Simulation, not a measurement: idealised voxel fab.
process module | voxel tone inversion
For reference, the cross-section in this document is cut, with width 265 nm and square cells of 5 nm.
Format of a cross-section: grid, square cells. Given as bands. Order: top down. Band: one or more rows of cells.
The entry gives the band's vertical extent as a top height and a bottom height in nm, then its horizontal make-up as materials from left to right, each with a width in nm. "air" stands for empty space; a single material marked "full width" fills the band edge to edge.
Ref level 0: as-received wafer is one material below here. Bottom band extends down with no lower bound ("from 0 down").
The two numbers in a width such as "30 to 40" mark its ends across the band: the first belongs to the top row of cells, the second to the bottom row, and from each row to the next the width moves by the same amount.
You'll sometimes find "remained unchanged" written for a step, and that's the way of saying that nowhere in the cross-section did a cell change during that step.
Basically, "Encapsulated voids" tells you about the enclosed voids: empty spaces with no open way to the top, 8 cells or bigger, each written width x height at distance, where distance is from the left edge, all in nm.
Whatever follows a step's settings on its line is a remark the simulator itself makes about that step.
overlay nm, on a step with a mask: how far to the right of its planned place the mask lay; to the left if negative
This section lists the process steps that were planned:
1. RECEIVE (material Si)
2. CONFORMAL_DEP (material SiN; thk nm 10)
3. DIRECTIONAL_DEP (material polySi; thk nm 20)
4. PATTERN (tone cover; mask id POSTS; material resist; width nm 15; pitch nm 40; thk nm 30; overlay nm 0)
5. DIRECTIONAL_ETCH (etch materials polySi; depth nm 20)
6. STRIP (etch materials resist)
7. FILL_DEP (material lowk; thk nm 10)
8. CMP (height nm 30)
9. STRIP (etch materials polySi)
Shown in cross-section is the wafer as received, that is, as it stands after step 1:
  from 0 down  Si full width
  Encapsulated voids: none
Cross-section: first of two wafers, module finished, run according to plan:
  from 30 to 10  lowk 65 nm, then air 15 nm, then lowk 25 nm, then air 15 nm, then lowk 25 nm, then air 15 nm, then lowk 25 nm, then air 15 nm, then lowk 65 nm
  from 10 to 0  SiN full width
  from 0 down  Si full width
  Encapsulated voids: none
This is the second of the two wafers, cross-sectioned at the end of the module; it started exactly like the first and was given the same plan, but it was run with one mistake:
  from 30 to 10  air 65 nm, then lowk 15 nm, then air 25 nm, then lowk 15 nm, then air 25 nm, then lowk 15 nm, then air 25 nm, then lowk 15 nm, then air 65 nm
  from 10 to 0  SiN full width
  from 0 down  Si full width
  Encapsulated voids: none
The mistake made against the process plan was this: rather than as planned, step 4 actually ran as PATTERN (tone open; mask id POSTS; material resist; width nm 15; pitch nm 40; thk nm 30; overlay nm 0)
At the finish, the second wafer shows more or fewer cells for some materials than the first does: lowk -116
